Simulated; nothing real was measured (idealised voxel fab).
The following process module bears the name voxel ribs on slabs.
Cross-section cut spans 290 nm and uses square cells 5 nm in size.
Cross-section format: a grid of square cells, given as bands from top to bottom; each band is one or more rows of cells. A band entry consists of two parts. The first gives the height of the band's top and the height of its bottom, in nm. The rest lists the band's materials from left to right, each with its width in nm. A single material labelled with the word "throughout" fills the band from edge to edge, and the word "empty" marks empty space. Counting heights begins at 0, where everything beneath is, in the wafer as received, one material. The lowest band has no bottom; it goes on downwards, as "from 0 down" shows. So if you see something like "30->40" for the width, read it as the top row of the band sitting at the first number and the bottom row at the second, with every row in between moving by the same amount as the last. The cross-section has no changed cell in any step marked "nothing got changed". "Sealed void list" specifies each empty space that is not open to the top and that occupies no fewer than 8 cells, using the form width x height at distance, the distance measured from the left edge and all three quantities in nm. On a step's line, text after the settings is the simulator commenting on that step. For masked steps, "overlay nm" on the step line gives how far right of plan the mask actually lay; a minus sign means it lay to the left.

STEPS IN THE PROCESS PLAN
1) RECEIVE [material Si]
2) DIRECTIONAL_DEP [material SiO2] [thk nm 30]
3) DIRECTIONAL_DEP [material SiN] [thk nm 15]
4) MASKED_ETCH [tone cover] [mask id RIB] [width nm 25] [etch materials SiN] [depth nm 10] [overlay nm 0]
5) MASKED_ETCH [tone cover] [mask id SLAB] [width nm 65] [etch materials SiN] [depth nm 5] [overlay nm 0]
6) FILL_DEP [material SiO2] [thk nm 15]
7) CMP [height nm 55]
8) DIRECTIONAL_DEP [material TiN] [thk nm 10]
9) DIRECTIONAL_DEP [material aC] [thk nm 10]
10) PATTERN [tone cover] [mask id HEATER] [material resist] [width nm 35] [thk nm 25] [overlay nm 0]
11) DIRECTIONAL_ETCH [etch materials aC] [depth nm 10]
12) STRIP [etch materials resist]
13) DIRECTIONAL_ETCH [etch materials TiN] [depth nm 10]
14) STRIP [etch materials aC]
15) CONFORMAL_DEP [material SiO2] [thk nm 5]

INCOMING WAFER, CROSS-SECTIONAL VIEW, POST STEP 1
    from 0 down = Si throughout
    Sealed void list: none

CROSS-SECTION, FIRST OF TWO WAFERS, END OF MODULE, RUN AS PLANNED
    from 70 to 65 = empty (120)  SiO2 (45)  empty (125)
    from 65 to 60 = empty (120)  SiO2 (5)  TiN (35)  SiO2 (5)  empty (125)
    from 60 to 55 = SiO2 (125)  TiN (35)  SiO2 (130)
    from 55 to 45 = SiO2 throughout
    from 45 to 35 = SiO2 (130)  SiN (25)  SiO2 (135)
    from 35 to 30 = SiO2 (110)  SiN (65)  SiO2 (115)
    from 30 to 0 = SiO2 throughout
    from 0 down = Si throughout
    Sealed void list: none

END-OF-MODULE CROSS-SECTION OF THE SECOND WAFER: IDENTICAL STARTING POINT AND PROCESS PLAN TO THE FIRST, WITH ONE PROCESSING MISTAKE
    from 70 to 65 = empty (125)  SiO2 (35)  empty (130)
    from 65 to 60 = empty (125)  SiO2 (5)  TiN (25)  SiO2 (5)  empty (130)
    from 60 to 55 = SiO2 (130)  TiN (25)  SiO2 (135)
    from 55 to 45 = SiO2 throughout
    from 45 to 35 = SiO2 (130)  SiN (25)  SiO2 (135)
    from 35 to 30 = SiO2 (110)  SiN (65)  SiO2 (115)
    from 30 to 0 = SiO2 throughout
    from 0 down = Si throughout
    Sealed void list: none
Error vs. plan: step 10 was processed under conditions differing from the plan, specifically as PATTERN [tone cover] [mask id HEATER] [material resist] [width nm 25] [thk nm 25] [overlay nm 0]
Final tally in cells, some materials are higher or lower on the second wafer than on the first: TiN -4
